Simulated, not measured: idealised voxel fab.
The document below concerns the process module designated voxel wiring stack.
For reference, the cross-section in this document is cut, with width 165 nm and square cells of 5 nm.
A cross-section is written here as square cells arranged in a grid, and it is given in bands from the top down, each band taking up one or more rows of cells. Heights first: top, then bottom, in nm. Then materials, left to right, each with a width in nm. "everywhere" on a single material: fills the band edge to edge. "air": empty space. Heights are expressed relative to 0, this being the level below which the as-received wafer comprises one material exclusively. The lowest band is unbounded in the downward direction and is denoted as in "0..down". Top row gets the first number, bottom row gets the second, and each row in between changes by the same step: that is how a band width like "30->40" works. "nothing got changed" after a step means that no cell of the cross-section changed. Enclosed voids (no open way to top), threshold 8 cells or more, entry "Sealed void inventory", notation width x height at distance, distance from left edge, nm. On a step's line, text after the settings is the simulator commenting on that step. "overlay nm" denotes, for a step that has a mask, the displacement of the mask to the right of its planned place, with negative values corresponding to the left.
Process steps (planned):
1. RECEIVE with material Si
2. CONFORMAL_DEP with material SiO2, thk nm 10
3. DIRECTIONAL_DEP with material TiN, thk nm 5
4. DIRECTIONAL_DEP with material W, thk nm 25
5. DIRECTIONAL_DEP with material aC, thk nm 10
6. PATTERN with tone cover, mask id METAL_1, material resist, width nm 20, pitch nm 35, thk nm 25, overlay nm 0
7. DIRECTIONAL_ETCH with etch materials aC, depth nm 10
8. STRIP with etch materials resist
9. DIRECTIONAL_ETCH with etch materials W, depth nm 25
10. DIRECTIONAL_ETCH with etch materials TiN, depth nm 5
11. STRIP with etch materials aC
12. CONFORMAL_DEP with material SiN, thk nm 5
13. FILL_DEP with material lowk, thk nm 10
14. CMP with height nm 40
15. CONFORMAL_DEP with material SiCN, thk nm 5
16. DIRECTIONAL_DEP with material SiO2, thk nm 15
17. PATTERN with tone open, mask id PLUG_1, material resist, width nm 15, pitch nm 70, thk nm 15, overlay nm 0
18. DIRECTIONAL_ETCH with etch materials SiO2, depth nm 15
19. DIRECTIONAL_ETCH with etch materials SiCN, depth nm 5
20. STRIP with etch materials resist
21. CONFORMAL_DEP with material TiN, thk nm 5
22. FILL_DEP with material Cu, thk nm 5
23. CMP with height nm 60
24. DIRECTIONAL_DEP with material TiN, thk nm 5
25. DIRECTIONAL_DEP with material Ru, thk nm 25
26. PATTERN with tone cover, mask id METAL_2, material resist, width nm 20, pitch nm 35, thk nm 20, overlay nm 0
27. DIRECTIONAL_ETCH with etch materials Ru, depth nm 25
28. DIRECTIONAL_ETCH with etch materials TiN, depth nm 5
29. STRIP with etch materials resist
30. FILL_DEP with material SiO2, thk nm 5
31. CMP with height nm 90
32. CONFORMAL_DEP with material SiN, thk nm 5
Don't read the plan's width nm for step 17 as applying to every wafer: that's the first wafer's value, and the wafers differ in it, though they all start identical.
First wafer as received, after step 1:
- 0..down  Si everywhere
- Sealed void inventory: none
Cross-section after step 32, the final step of the module, for the first of several wafers:
- 95..90  SiN everywhere
- 90..65  20 nm SiO2 / 20 nm Ru / 15 nm SiO2 / 20 nm Ru / 15 nm SiO2 / 20 nm Ru / 15 nm SiO2 / 20 nm Ru / 20 nm SiO2
- 65..60  20 nm SiO2 / 20 nm TiN / 15 nm SiO2 / 20 nm TiN / 15 nm SiO2 / 20 nm TiN / 15 nm SiO2 / 20 nm TiN / 20 nm SiO2
- 60..45  20 nm SiO2 / 5 nm TiN / 5 nm Cu / 5 nm TiN / 55 nm SiO2 / 5 nm TiN / 5 nm Cu / 5 nm TiN / 60 nm SiO2
- 45..40  20 nm SiCN / 15 nm TiN / 55 nm SiCN / 15 nm TiN / 60 nm SiCN
- 40..15  15 nm lowk / 5 nm SiN / 20 nm W / 5 nm SiN / 5 nm lowk / 5 nm SiN / 20 nm W / 5 nm SiN / 5 nm lowk / 5 nm SiN / 20 nm W / 5 nm SiN / 5 nm lowk / 5 nm SiN / 20 nm W / 5 nm SiN / 15 nm lowk
- 15..10  20 nm SiN / 20 nm TiN / 15 nm SiN / 20 nm TiN / 15 nm SiN / 20 nm TiN / 15 nm SiN / 20 nm TiN / 20 nm SiN
- 10..0  SiO2 everywhere
- 0..down  Si everywhere
- Sealed void inventory: none
End of module: cross-section, last of several wafers:
- 95..90  SiN everywhere
- 90..65  20 nm SiO2 / 20 nm Ru / 15 nm SiO2 / 20 nm Ru / 15 nm SiO2 / 20 nm Ru / 15 nm SiO2 / 20 nm Ru / 20 nm SiO2
- 65..60  20 nm SiO2 / 20 nm TiN / 15 nm SiO2 / 20 nm TiN / 15 nm SiO2 / 20 nm TiN / 15 nm SiO2 / 20 nm TiN / 20 nm SiO2
- 60..45  15 nm SiO2 / 5 nm TiN / 20 nm Cu / 5 nm TiN / 40 nm SiO2 / 5 nm TiN / 20 nm Cu / 5 nm TiN / 50 nm SiO2
- 45..40  15 nm SiCN / 30 nm TiN / 40 nm SiCN / 30 nm TiN / 50 nm SiCN
- 40..15  15 nm lowk / 5 nm SiN / 20 nm W / 5 nm SiN / 5 nm lowk / 5 nm SiN / 20 nm W / 5 nm SiN / 5 nm lowk / 5 nm SiN / 20 nm W / 5 nm SiN / 5 nm lowk / 5 nm SiN / 20 nm W / 5 nm SiN / 15 nm lowk
- 15..10  20 nm SiN / 20 nm TiN / 15 nm SiN / 20 nm TiN / 15 nm SiN / 20 nm TiN / 15 nm SiN / 20 nm TiN / 20 nm SiN
- 10..0  SiO2 everywhere
- 0..down  Si everywhere
- Sealed void inventory: none
Every row in this table is a wafer at the end of the module, and it gives, for each of the materials, the cells that wafer has gained (+) or lost (-) since it was received, then its closed voids:
width nm 15, +6 Cu, +80 Ru, +27 SiCN, +90 SiN, +249 SiO2, +50 TiN, +80 W, +45 lowk, Sealed void inventory: none
width nm 20, +12 Cu, +80 Ru, +25 SiCN, +90 SiN, +243 SiO2, +52 TiN, +80 W, +45 lowk, Sealed void inventory: none
width nm 25, +18 Cu, +80 Ru, +23 SiCN, +90 SiN, +237 SiO2, +54 TiN, +80 W, +45 lowk, Sealed void inventory: none
width nm 30, +24 Cu, +80 Ru, +21 SiCN, +90 SiN, +231 SiO2, +56 TiN, +80 W, +45 lowk, Sealed void inventory: none
